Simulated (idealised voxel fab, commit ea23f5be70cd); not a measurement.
process module | voxel lift off
cross-section cut | 140 nm wide | cells 5 nm
A cross-section is a grid of square cells, given in bands from the top down. A band is one or more rows of cells.
Each band's line starts with the height of the band's top and of its bottom, in nm. Then come its materials from left to right, each with its width in nm. One material with "throughout" fills the band from edge to edge. "air" is empty space.
Height 0 is the level under which the wafer as received is all one material. The lowest band goes on downwards, as in "0 down".
A width such as "30 to 40" changes by the same amount from each row of cells to the next, from the band's top row to its bottom row.
"no change" after a step means that no cell of the cross-section changed.
closed voids: empty space of 8 cells or more with no open way to the top, each as width x height at its distance from the left edge, in nm
after a step's settings: what the simulator itself notes on the step
overlay nm, on a step with a mask: how far to the right of its planned place the mask lay; to the left if negative
plan
1 op RECEIVE | material Si
2 op CONFORMAL_DEP | material Al2O3 | thk nm 10
3 op PATTERN | tone open | mask id LINES | material resist | width nm 25 | pitch nm 40 | thk nm 20 | overlay nm 0
4 op DIRECTIONAL_DEP | material Ru | thk nm 10
5 op STRIP | etch materials resist
6 op CONFORMAL_DEP | material SiO2 | thk nm 10
as received, after step 1
  0 down: Si throughout
  closed voids: none
first wafer at the end, as planned
  30 to 20: air 5 | SiO2 125 | air 10
  20 to 10: SiO2 15 | Ru 25 | SiO2 15 | Ru 25 | SiO2 15 | Ru 25 | SiO2 20
  10 to 0: Al2O3 throughout
  0 down: Si throughout
  closed voids: none
second wafer at the end: like start, like plan, one mistake
  30 to 20: SiO2 25 | air 5 | SiO2 35 | air 5 | SiO2 35 | air 5 | SiO2 30
  20 to 10: Ru 15 | SiO2 25 | Ru 15 | SiO2 25 | Ru 15 | SiO2 25 | Ru 20
  10 to 0: Al2O3 throughout
  0 down: Si throughout
  closed voids: none
what went wrong: step 3 ran as: op PATTERN | tone cover | mask id LINES | material resist | width nm 25 | pitch nm 40 | thk nm 20 | overlay nm 0
at the end the second wafer has, in cells: 4 fewer of Ru | 4 more of SiO2
